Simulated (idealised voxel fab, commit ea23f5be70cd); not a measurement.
process module | voxel gate over fins
cross-section cut | 245 nm wide | cells 5 nm
A cross-section is a grid of square cells, given in bands from the top down. A band is one or more rows of cells.
Each band's line starts with the height of the band's top and of its bottom, in nm. Then come its materials from left to right, each with its width in nm. One material with "throughout" fills the band from edge to edge. "air" is empty space.
Height 0 is the level under which the wafer as received is all one material. The lowest band goes on downwards, as in "0 down".
A width such as "30 to 40" changes by the same amount from each row of cells to the next, from the band's top row to its bottom row.
"no change" after a step means that no cell of the cross-section changed.
closed voids: empty space of 8 cells or more with no open way to the top, each as width x height at its distance from the left edge, in nm
after a step's settings: what the simulator itself notes on the step
overlay nm, on a step with a mask: how far to the right of its planned place the mask lay; to the left if negative
plan
1 op RECEIVE | material Si
2 op CONFORMAL_DEP | material SiN | thk nm 10
3 op PATTERN | tone cover | mask id FINS | material resist | width nm 15 | pitch nm 35 | thk nm 20 | overlay nm 0
4 op DIRECTIONAL_ETCH | etch materials SiN | depth nm 10
5 op DIRECTIONAL_ETCH | etch materials Si | depth nm 40
6 op STRIP | etch materials resist
7 op FILL_DEP | material SiO2 | thk nm 5
8 op CMP | height nm 10
9 op SELECTIVE_ETCH | etch materials SiO2 | depth nm 20
10 op STRIP | etch materials SiN
11 op CONFORMAL_DEP | material HfO2 | thk nm 5
12 op CONFORMAL_DEP | material TiN | thk nm 5
13 op FILL_DEP | material W | thk nm 10
14 op CMP | height nm 15
15 op CONFORMAL_DEP | material SiN | thk nm 10
as received, after step 1
  0 down: Si throughout
  closed voids: none
a wafer at the end: this start, this plan, one mistake
  25 to 15: SiN throughout
  15 to 10: W throughout
  10 to 5: W 85 | TiN 75 | W 85
  5 to 0: W 85 | TiN 5 | HfO2 30 | TiN 5 | HfO2 30 | TiN 5 | W 85
  0 to -5: TiN 90 | HfO2 5 | Si 20 | HfO2 5 | TiN 5 | HfO2 5 | Si 20 | HfO2 5 | TiN 90
  -5 to -10: HfO2 95 | Si 20 | HfO2 15 | Si 20 | HfO2 95
  -10 to -40: SiO2 95 | Si 20 | SiO2 15 | Si 20 | SiO2 95
  -40 down: Si throughout
  closed voids: none
what went wrong: step 3 ran as: op PATTERN | tone cover | mask id FINS | material resist | width nm 20 | pitch nm 35 | thk nm 20 | overlay nm 0
